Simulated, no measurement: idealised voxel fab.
process module | voxel gate over fins
cross-section cut | 140 nm wide | cells 5 nm
A cross-section is a grid of square cells, given in bands from the top down. A band is one or more rows of cells.
Each band's line starts with the height of the band's top and of its bottom, in nm. Then come its materials from left to right, each with its width in nm. One material with "throughout" fills the band from edge to edge. "air" is empty space.
Height 0 is the level under which the wafer as received is all one material. The lowest band goes on downwards, as in "0 down".
A width such as "30 to 40" changes by the same amount from each row of cells to the next, from the band's top row to its bottom row.
"no change" after a step means that no cell of the cross-section changed.
closed voids: empty space of 8 cells or more with no open way to the top, each as width x height at its distance from the left edge, in nm
after a step's settings: what the simulator itself notes on the step
overlay nm, on a step with a mask: how far to the right of its planned place the mask lay; to the left if negative
plan
1 op RECEIVE | material Si
2 op CONFORMAL_DEP | material SiN | thk nm 5
3 op PATTERN | tone cover | mask id FINS | material resist | width nm 15 | pitch nm 60 | thk nm 20 | overlay nm 0
4 op DIRECTIONAL_ETCH | etch materials SiN | depth nm 5
5 op DIRECTIONAL_ETCH | etch materials Si | depth nm 40
6 op STRIP | etch materials resist
7 op OXIDIZE | depth nm 5
8 op FILL_DEP | material SiO2 | thk nm 15
9 op CMP | height nm 5
10 op PATTERN | tone open | mask id RAIL | material resist | width nm 15 | thk nm 15 | overlay nm 0
11 op DIRECTIONAL_ETCH | etch materials SiO2 | depth nm 40
12 op STRIP | etch materials resist
13 op CONFORMAL_DEP | material TiN | thk nm 5
14 op FILL_DEP | material W | thk nm 10
15 op CMP | height nm 5
16 op SELECTIVE_ETCH | etch materials W Ru TiN | depth nm 20
17 op FILL_DEP | material SiO2 | thk nm 5
18 op CMP | height nm 5
19 op SELECTIVE_ETCH | etch materials SiO2 | depth nm 15
20 op STRIP | etch materials SiN
21 op CONFORMAL_DEP | material HfO2 | thk nm 5
22 op CONFORMAL_DEP | material TiN | thk nm 5
23 op CONFORMAL_DEP | material TiAl | thk nm 5
24 op CONFORMAL_DEP | material TiN | thk nm 5
25 op FILL_DEP | material W | thk nm 10
26 op CMP | height nm 25
27 op CONFORMAL_DEP | material SiCN | thk nm 10
as received, after step 1
  0 down: Si throughout
  closed voids: none
first wafer at the end, as planned
  35 to 25: SiCN throughout
  25 to 20: W throughout
  20 to 15: W 15 | TiN 45 | W 15 | TiN 45 | W 20
  15 to 10: W 15 | TiN 5 | TiAl 35 | TiN 5 | W 15 | TiN 5 | TiAl 35 | TiN 5 | W 20
  10 to 5: TiN 20 | TiAl 5 | TiN 25 | TiAl 5 | TiN 25 | TiAl 5 | TiN 25 | TiAl 5 | TiN 25
  5 to 0: TiAl 25 | TiN 5 | HfO2 15 | TiN 5 | TiAl 35 | TiN 5 | HfO2 15 | TiN 5 | TiAl 30
  0 to -5: TiN 30 | HfO2 5 | Si 5 | HfO2 5 | TiN 45 | HfO2 5 | Si 5 | HfO2 5 | TiN 35
  -5 to -10: HfO2 35 | Si 5 | HfO2 55 | Si 5 | HfO2 40
  -10 to -15: SiO2 35 | Si 5 | SiO2 55 | Si 5 | SiO2 40
  -15 to -30: SiO2 35 | Si 5 | SiO2 20 | TiN 5 | W 5 | TiN 5 | SiO2 20 | Si 5 | SiO2 40
  -30 to -35: SiO2 35 | Si 5 | SiO2 20 | TiN 15 | SiO2 20 | Si 5 | SiO2 40
  -35 to -45: SiO2 35 | Si 5 | SiO2 55 | Si 5 | SiO2 40
  -45 down: Si throughout
  closed voids: none
second wafer at the end: like start, like plan, one mistake
  40 to 25: SiCN throughout
  25 to 20: W throughout
  20 to 15: W 15 | TiN 45 | W 15 | TiN 45 | W 20
  15 to 10: W 15 | TiN 5 | TiAl 35 | TiN 5 | W 15 | TiN 5 | TiAl 35 | TiN 5 | W 20
  10 to 5: TiN 20 | TiAl 5 | TiN 25 | TiAl 5 | TiN 25 | TiAl 5 | TiN 25 | TiAl 5 | TiN 25
  5 to 0: TiAl 25 | TiN 5 | HfO2 15 | TiN 5 | TiAl 35 | TiN 5 | HfO2 15 | TiN 5 | TiAl 30
  0 to -5: TiN 30 | HfO2 5 | Si 5 | HfO2 5 | TiN 45 | HfO2 5 | Si 5 | HfO2 5 | TiN 35
  -5 to -10: HfO2 35 | Si 5 | HfO2 55 | Si 5 | HfO2 40
  -10 to -15: SiO2 35 | Si 5 | SiO2 55 | Si 5 | SiO2 40
  -15 to -30: SiO2 35 | Si 5 | SiO2 20 | TiN 5 | W 5 | TiN 5 | SiO2 20 | Si 5 | SiO2 40
  -30 to -35: SiO2 35 | Si 5 | SiO2 20 | TiN 15 | SiO2 20 | Si 5 | SiO2 40
  -35 to -45: SiO2 35 | Si 5 | SiO2 55 | Si 5 | SiO2 40
  -45 down: Si throughout
  closed voids: none
what went wrong: step 27 ran as: op CONFORMAL_DEP | material SiCN | thk nm 15
at the end the second wafer has, in cells: 28 more of SiCN
